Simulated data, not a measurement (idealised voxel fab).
Name of the process module below: voxel self aligned contacts
cross-section cut | 235 nm wide | cells 5 nm
How to read a cross-section here: the picture is a grid of square cells, written as bands going from the top down, and any band can span one or more rows of cells.
This entry defines a band. It first specifies the height of the band's top and the height of its bottom in nm, and then specifies the band's materials from left to right, stating each material with its width in nm. The word "all across" identifies a single material that fills the band from edge to edge, while the word "air" identifies empty space.
Height reference: 0 = level under which incoming wafer is all one material. Lowest band: no bottom, runs on downward, e.g. "from 0 down".
When a width is written as two numbers, as in "30..40", the first number is the width in the top row of cells of the band and the second is the width in its bottom row, and the width changes by the same amount from each row to the next.
Take "same as before" at face value: in the step it is given for, the cross-section changed in none of its cells.
The label "Sealed void inventory" introduces a list of the empty spaces, 8 cells or larger, that have no open way up to the top; each entry in it reads width x height at distance, where the distance is taken from the left edge and all three are stated in nm.
That trailing text on a step's line, after the settings, is the simulator's own remark on the step.
overlay nm: where the mask lay relative to plan, measured to the right, on steps with a mask; negatives go left.
The following list gives the planned process steps
1 RECEIVE | material Si
2 CONFORMAL_DEP | material SiO2 | thk nm 5
3 DIRECTIONAL_DEP | material polySi | thk nm 30
4 DIRECTIONAL_DEP | material SiN | thk nm 20
5 DIRECTIONAL_DEP | material aC | thk nm 15
6 PATTERN | tone cover | mask id GATE | material resist | width nm 25 | pitch nm 60 | thk nm 30 | overlay nm 0
7 DIRECTIONAL_ETCH | etch materials aC | depth nm 15
8 STRIP | etch materials resist
9 DIRECTIONAL_ETCH | etch materials SiN | depth nm 20
10 DIRECTIONAL_ETCH | etch materials polySi | depth nm 30
11 STRIP | etch materials aC
12 CONFORMAL_DEP | material SiN | thk nm 10
13 DIRECTIONAL_ETCH | etch materials SiN | depth nm 10
14 FILL_DEP | material SiO2 | thk nm 15
15 CMP | height nm 65
16 MASKED_ETCH | tone open | mask id CONTACT | width nm 45 | pitch nm 60 | etch materials SiO2 | depth nm 65 | overlay nm 0
17 CONFORMAL_DEP | material TiN | thk nm 5
18 FILL_DEP | material W | thk nm 5
19 CMP | height nm 65
20 CONFORMAL_DEP | material SiN | thk nm 5
Incoming wafer in cross-section (state: after step 1)
	from 0 down  Si all across
	Sealed void inventory: none
As-planned run: cross-section of the first of two wafers at end of module
	from 70 to 65  SiN all across
	from 65 to 55  SiO2 65 nm | TiN 5..20 nm | W 35..5 nm | TiN 5..20 nm | SiO2 15 nm | TiN 5..20 nm | W 35..5 nm | TiN 5..20 nm | SiO2 65 nm
	from 55 to 35  SiO2 35 nm | SiN 45 nm | TiN 5 nm | W 5 nm | TiN 5 nm | SiN 45 nm | TiN 5 nm | W 5 nm | TiN 5 nm | SiN 45 nm | SiO2 35 nm
	from 35 to 5  SiO2 35 nm | SiN 10 nm | polySi 25 nm | SiN 10 nm | TiN 5 nm | W 5 nm | TiN 5 nm | SiN 10 nm | polySi 25 nm | SiN 10 nm | TiN 5 nm | W 5 nm | TiN 5 nm | SiN 10 nm | polySi 25 nm | SiN 10 nm | SiO2 35 nm
	from 5 to 0  SiO2 80 nm | TiN 15 nm | SiO2 45 nm | TiN 15 nm | SiO2 80 nm
	from 0 down  Si all across
	Sealed void inventory: none
Wafer two, sectioned after the module: the first wafer's start, the first wafer's plan, and one mistake in how it was run
	from 70 to 65  SiN all across
	from 65 to 55  SiO2 65 nm | TiN 5 nm | W 35 nm | TiN 5 nm | SiO2 15 nm | TiN 5 nm | W 35 nm | TiN 5 nm | SiO2 65 nm
	from 55 to 50  SiO2 65 nm | TiN 20 nm | W 5 nm | TiN 20 nm | SiO2 15 nm | TiN 20 nm | W 5 nm | TiN 20 nm | SiO2 65 nm
	from 50 to 30  SiO2 35 nm | SiN 45 nm | TiN 5 nm | W 5 nm | TiN 5 nm | SiN 45 nm | TiN 5 nm | W 5 nm | TiN 5 nm | SiN 45 nm | SiO2 35 nm
	from 30 to 5  SiO2 35 nm | SiN 10 nm | polySi 25 nm | SiN 10 nm | TiN 5 nm | W 5 nm | TiN 5 nm | SiN 10 nm | polySi 25 nm | SiN 10 nm | TiN 5 nm | W 5 nm | TiN 5 nm | SiN 10 nm | polySi 25 nm | SiN 10 nm | SiO2 35 nm
	from 5 to 0  SiO2 35 nm | SiN 10 nm | polySi 25 nm | SiN 10 nm | TiN 15 nm | SiN 10 nm | polySi 25 nm | SiN 10 nm | TiN 15 nm | SiN 10 nm | polySi 25 nm | SiN 10 nm | SiO2 35 nm
	from 0 down  Si all across
	Sealed void inventory: none
In executing the process, a mistake was made relative to the plan: step 2 of the plan never got run, it was skipped over
Looking at both finished wafers in cells, the second ends up ahead of or behind the first on some materials: SiO2 -12 | W +12
